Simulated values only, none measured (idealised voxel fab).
process module | voxel ribs on slabs
Square cell edge 5 nm, section width 285 nm, ID cut.
The cross-sections in this document take the form of a grid made of square cells. They are written out as bands, in order from top to bottom. Each band consists of one or more rows of cells.
Heights first: top, then bottom, in nm. Then materials, left to right, each with a width in nm. "edge to edge" on a single material: fills the band edge to edge. "empty": empty space.
Basically, 0 is our baseline, since under it the wafer straight out of the box is all one material. The bottom band has no lower end and keeps on going down, so it looks like "0 -> down".
You'd read "30 to 40" like this: the band's top row of cells is as wide as the first number, its bottom row is as wide as the second, and going down, every row changes width by the same amount as the row before did.
Step note "remains unaltered" = no cross-section cell changed.
Entry "Enclosed void inventory" = empty spaces >= 8 cells with no open way to the top; each as width x height at distance, distance from left edge, all nm.
Note: text after step settings on the step line = simulator remark on that step.
A step's line can hold "overlay nm"; with a mask on that step, the setting says how far right of the planned place the mask lay, while a negative setting says it lay to the left.
[These are the steps we planned for the process]
1. RECEIVE [material Si]
2. DIRECTIONAL_DEP [material SiO2] [thk nm 25]
3. DIRECTIONAL_DEP [material SiN] [thk nm 15]
4. PATTERN [tone cover] [mask id RIB] [material resist] [width nm 30] [thk nm 15] [overlay nm 0]
5. DIRECTIONAL_ETCH [etch materials SiN] [depth nm 10]
6. STRIP [etch materials resist]
7. MASKED_ETCH [tone cover] [mask id SLAB] [width nm 70] [etch materials SiN] [depth nm 5] [overlay nm 0]
8. FILL_DEP [material SiO2] [thk nm 25]
9. CMP [height nm 60]
10. DIRECTIONAL_DEP [material TiN] [thk nm 10]
11. DIRECTIONAL_DEP [material aC] [thk nm 10]
12. PATTERN [tone cover] [mask id HEATER] [material resist] [width nm 40] [thk nm 30] [overlay nm 0]
13. DIRECTIONAL_ETCH [etch materials aC] [depth nm 10]
14. STRIP [etch materials resist]
15. DIRECTIONAL_ETCH [etch materials TiN] [depth nm 10]
16. STRIP [etch materials aC]
17. CONFORMAL_DEP [material SiN] [thk nm 5]
[This is the cross-section of the wafer as we received it, i.e. after step 1]
* 0 -> down  Si edge to edge
* Enclosed void inventory: none
[The cross-section shown corresponds to the wafer at the conclusion of the module. The initial structure and the process plan are those presented above; however, one mistake occurred in executing the plan]
* 75 -> 70  empty 115 nm  SiN 50 nm  empty 120 nm
* 70 -> 65  empty 115 nm  SiN 5 nm  TiN 40 nm  SiN 5 nm  empty 120 nm
* 65 -> 60  SiN 120 nm  TiN 40 nm  SiN 125 nm
* 60 -> 40  SiO2 edge to edge
* 40 -> 30  SiO2 125 nm  SiN 30 nm  SiO2 130 nm
* 30 -> 25  SiO2 100 nm  SiN 70 nm  SiO2 115 nm
* 25 -> 0  SiO2 edge to edge
* 0 -> down  Si edge to edge
* Enclosed void inventory: none
Heads up, the wafer didn't run the way we planned it: step 7 was processed under conditions differing from the plan, specifically as MASKED_ETCH [tone cover] [mask id SLAB] [width nm 70] [etch materials SiN] [depth nm 5] [overlay nm -5]
